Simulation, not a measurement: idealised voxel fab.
Title: Process Module voxel self aligned vias
cross-section cut | 170 nm wide | cells 5 nm
The cross-sections in this document take the form of a grid made of square cells. They are written out as bands, in order from top to bottom. Each band consists of one or more rows of cells.
Per band: top height and bottom height in nm, followed by the left-to-right materials and their widths in nm; "edge to edge" marks a single material spanning edge to edge, "blank" marks empty space.
Heights from 0 (as-received wafer is one material below). Bottom band endless downward, as "0 nm and below".
Width: "30..40" (first number = top row, second number = bottom row, same change from row to row of cells).
No cell of the cross-section changed in a step that is given as "no change occurred".
Sealed void listing: empty space of 8 cells or more with no open way to the top, each as width x height at its distance from the left edge, in nm
The remark found on a step's line after its settings is issued by the simulator itself and pertains to that step.
Steps that use a mask can have "overlay nm" on their line. It says how far the mask sat to the right of where it was meant to be. Negative means to the left.
## Steps in the process plan
1: RECEIVE | material Si
2: CONFORMAL_DEP | material SiO2 | thk nm 15
3: CONFORMAL_DEP | material SiCN | thk nm 5
4: DIRECTIONAL_DEP | material lowk | thk nm 30
5: MASKED_ETCH | tone open | mask id LINES | width nm 20 | pitch nm 50 | etch materials lowk | depth nm 30 | overlay nm 0
6: CONFORMAL_DEP | material TiN | thk nm 5
7: FILL_DEP | material Ru | thk nm 10
8: CMP | height nm 50
9: SELECTIVE_ETCH | etch materials W Ru TiN | depth nm 5
10: FILL_DEP | material SiN | thk nm 10
11: CMP | height nm 50
12: DIRECTIONAL_DEP | material lowk | thk nm 15
13: MASKED_ETCH | tone open | mask id VIAS | width nm 30 | pitch nm 50 | etch materials lowk | depth nm 15 | overlay nm 0
14: MASKED_ETCH | tone open | mask id VIAS | width nm 30 | pitch nm 50 | etch materials SiN | depth nm 5 | overlay nm 0
15: CONFORMAL_DEP | material TiN | thk nm 5
16: FILL_DEP | material Cu | thk nm 5
17: CMP | height nm 65
18: CONFORMAL_DEP | material SiN | thk nm 5
## Here's what the wafer looked like in cross-section when it arrived - that's after step 1
    0 nm and below  Si edge to edge
    Sealed void listing: none
## Cross-sectional result after module completion. Note: starting condition and plan are unchanged from above; one processing mistake was made
    70 nm to 65 nm  SiN edge to edge
    65 nm to 50 nm  45 of lowk  5 of TiN  20 of Cu  5 of TiN  20 of lowk  5 of TiN  20 of Cu  5 of TiN  45 of lowk
    50 nm to 45 nm  45 of SiN  30 of TiN  20 of SiN  30 of TiN  45 of SiN
    45 nm to 20 nm  50 of lowk  5 of TiN  10 of Ru  5 of TiN  30 of lowk  5 of TiN  10 of Ru  5 of TiN  50 of lowk
    20 nm to 15 nm  50 of lowk  20 of TiN  30 of lowk  20 of TiN  50 of lowk
    15 nm to 0 nm  SiO2 edge to edge
    0 nm and below  Si edge to edge
    Sealed void listing: none
Finding, execution versus plan: the run left out plan step 3 entirely, so it was never executed
